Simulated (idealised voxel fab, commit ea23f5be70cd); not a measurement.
process module | voxel gate over fins
cross-section cut | 195 nm wide | cells 5 nm
A cross-section is a grid of square cells, given in bands from the top down. A band is one or more rows of cells.
Each band's line starts with the height of the band's top and of its bottom, in nm. Then come its materials from left to right, each with its width in nm. One material with "throughout" fills the band from edge to edge. "air" is empty space.
Height 0 is the level under which the wafer as received is all one material. The lowest band goes on downwards, as in "0 down".
A width such as "30 to 40" changes by the same amount from each row of cells to the next, from the band's top row to its bottom row.
"no change" after a step means that no cell of the cross-section changed.
closed voids: empty space of 8 cells or more with no open way to the top, each as width x height at its distance from the left edge, in nm
after a step's settings: what the simulator itself notes on the step
overlay nm, on a step with a mask: how far to the right of its planned place the mask lay; to the left if negative
plan
1 op RECEIVE | material Si
2 op CONFORMAL_DEP | material SiN | thk nm 5
3 op PATTERN | tone cover | mask id FINS | material resist | width nm 15 | pitch nm 60 | thk nm 15 | overlay nm 0
4 op DIRECTIONAL_ETCH | etch materials SiN | depth nm 5
5 op DIRECTIONAL_ETCH | etch materials Si | depth nm 40
6 op STRIP | etch materials resist
7 op FILL_DEP | material SiO2 | thk nm 15
8 op CMP | height nm 5
9 op PATTERN | tone open | mask id RAIL | material resist | width nm 15 | thk nm 15 | overlay nm 0
10 op DIRECTIONAL_ETCH | etch materials SiO2 | depth nm 40
11 op STRIP | etch materials resist
12 op CONFORMAL_DEP | material TiN | thk nm 5
13 op FILL_DEP | material W | thk nm 5
14 op CMP | height nm 5
15 op SELECTIVE_ETCH | etch materials W Ru TiN | depth nm 25
16 op FILL_DEP | material SiO2 | thk nm 5
17 op CMP | height nm 5
18 op SELECTIVE_ETCH | etch materials SiO2 | depth nm 20
19 op STRIP | etch materials SiN
20 op CONFORMAL_DEP | material HfO2 | thk nm 5
21 op CONFORMAL_DEP | material TiN | thk nm 5
22 op CONFORMAL_DEP | material TiAl | thk nm 5
23 op CONFORMAL_DEP | material TiN | thk nm 5
24 op FILL_DEP | material W | thk nm 10
25 op CMP | height nm 25
26 op CONFORMAL_DEP | material SiCN | thk nm 5
as received, after step 1
  0 down: Si throughout
  closed voids: none
a wafer at the end: this start, this plan, one mistake
  30 to 25: SiCN throughout
  25 to 20: W throughout
  20 to 15: W 10 | TiN 55 | W 5 | TiN 55 | W 5 | TiN 55 | W 10
  15 to 10: W 10 | TiN 5 | TiAl 45 | TiN 5 | W 5 | TiN 5 | TiAl 45 | TiN 5 | W 5 | TiN 5 | TiAl 45 | TiN 5 | W 10
  10 to 5: W 10 | TiN 5 | TiAl 5 | TiN 35 | TiAl 5 | TiN 5 | W 5 | TiN 5 | TiAl 5 | TiN 35 | TiAl 5 | TiN 5 | W 5 | TiN 5 | TiAl 5 | TiN 35 | TiAl 5 | TiN 5 | W 10
  5 to 0: TiN 15 | TiAl 5 | TiN 5 | HfO2 25 | TiN 5 | TiAl 5 | TiN 15 | TiAl 5 | TiN 5 | HfO2 25 | TiN 5 | TiAl 5 | TiN 15 | TiAl 5 | TiN 5 | HfO2 25 | TiN 5 | TiAl 5 | TiN 15
  0 to -5: TiAl 20 | TiN 5 | HfO2 5 | Si 15 | HfO2 5 | TiN 5 | TiAl 25 | TiN 5 | HfO2 5 | Si 15 | HfO2 5 | TiN 5 | TiAl 25 | TiN 5 | HfO2 5 | Si 15 | HfO2 5 | TiN 5 | TiAl 20
  -5 to -10: TiN 25 | HfO2 5 | Si 15 | HfO2 5 | TiN 35 | HfO2 5 | Si 15 | HfO2 5 | TiN 35 | HfO2 5 | Si 15 | HfO2 5 | TiN 25
  -10 to -15: HfO2 30 | Si 15 | HfO2 45 | Si 15 | HfO2 45 | Si 15 | HfO2 30
  -15 to -20: SiO2 30 | Si 15 | SiO2 45 | Si 15 | SiO2 45 | Si 15 | SiO2 30
  -20 to -30: SiO2 30 | Si 15 | SiO2 15 | TiN 5 | W 5 | TiN 5 | SiO2 15 | Si 15 | SiO2 45 | Si 15 | SiO2 30
  -30 to -35: SiO2 30 | Si 15 | SiO2 15 | TiN 15 | SiO2 15 | Si 15 | SiO2 45 | Si 15 | SiO2 30
  -35 to -80: SiO2 30 | Si 15 | SiO2 45 | Si 15 | SiO2 45 | Si 15 | SiO2 30
  -80 down: Si throughout
  closed voids: none
what went wrong: step 5 was run twice
